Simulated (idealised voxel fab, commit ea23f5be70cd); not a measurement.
Process module in this document: voxel released beams
Cross-sectional view cut (width: 205 nm; square cell size: 5 nm).
Think of the cross-section as a grid of square cells. We describe it in bands, top to bottom, and each band covers one or more rows of those cells. The band entry comprises the height of the band's top followed by the height of its bottom, expressed in nm, and subsequently the band's materials from left to right, each stated together with its width in nm. Where a single material is marked with the word "all across", that material fills the band from edge to edge. The word "air" represents empty space. We count height from 0. Below that, the starting wafer is all one material. The lowest band never ends at the bottom but goes on down; see "top 0, no bottom" for how that is written. A width such as "30..40" changes by the same amount from each row of cells to the next, from the band's top row to its bottom row. The cross-section has no changed cell in any step marked "remained unchanged". Entry "Closed voids list". Content: empty spaces with no open connection to the top, size 8 cells or greater. Each: width x height at distance. Distance: from left edge. Unit: nm. Anything after a step's settings on that line? It's the simulator's own note about the step. overlay nm: for a step with a mask, the amount by which the mask lay right of where it was planned; a negative amount means left of it.
**Process steps foreseen in the plan**
1,op RECEIVE | material Si
2,op CONFORMAL_DEP | material SiN | thk nm 10
3,op DIRECTIONAL_DEP | material SiO2 | thk nm 15
4,op MASKED_ETCH | tone open | mask id ANCHOR | width nm 45 | etch materials SiO2 | depth nm 15 | overlay nm 0
5,op CONFORMAL_DEP | material TiN | thk nm 15
6,op MASKED_ETCH | tone cover | mask id BEAM | width nm 95 | etch materials TiN | depth nm 15 | overlay nm 0
7,op STRIP | etch materials SiO2
**First of two wafers - as planned**
**Cross-section of the wafer at receipt, which is the condition after step 1**
    top 0, no bottom: Si all across
    Closed voids list: none
**Cross-section of the wafer after step 2**
    top 10, bottom 0: SiN all across
    Rest of section, below 0: as before.
**Cross-section of the wafer after step 3**
    top 25, bottom 10: SiO2 all across
    Rest of section, below 10: as before.
**Cross-section of the wafer after step 4**
    top 25, bottom 10: SiO2 (55) | air (45) | SiO2 (105)
    Rest of section, below 10: as before.
**Cross-section of the wafer after step 5**
    top 40, bottom 25: TiN (70) | air (15) | TiN (120)
    top 25, bottom 10: SiO2 (55) | TiN (45) | SiO2 (105)
    Rest of section, below 10: as before.
**Cross-section of the wafer after step 6**
    top 40, bottom 25: air (50) | TiN (20) | air (15) | TiN (60) | air (60)
    Rest of section, below 25: as before.
**Cross-section of the wafer after step 7**
    top 40, bottom 25: air (50) | TiN (20) | air (15) | TiN (60) | air (60)
    top 25, bottom 10: air (55) | TiN (45) | air (105)
    Rest of section, below 10: as before.
**The second wafer was prepared from the same starting point and under the same plan as the first; its processing contained one mistake, and it remains indistinguishable from the first wafer up to and including step 4**
**The second wafer in cross-section, at the planned close of step 5**
    top 55, bottom 25: TiN all across
    top 25, bottom 10: SiO2 (55) | TiN (45) | SiO2 (105)
    Rest of section, below 10: as before.
**The second wafer in cross-section, at the planned close of step 6**
    top 55, bottom 40: air (50) | TiN (95) | air (60)
    Rest of section, below 40: as before.
The second wafer in cross-section, at the planned close of step 7: remained unchanged
In executing the process, a mistake was made relative to the plan: twice, step 5 of the plan was run
Cell-count delta at end, second wafer over first, by material: 96 more of SiO2, 132 more of TiN
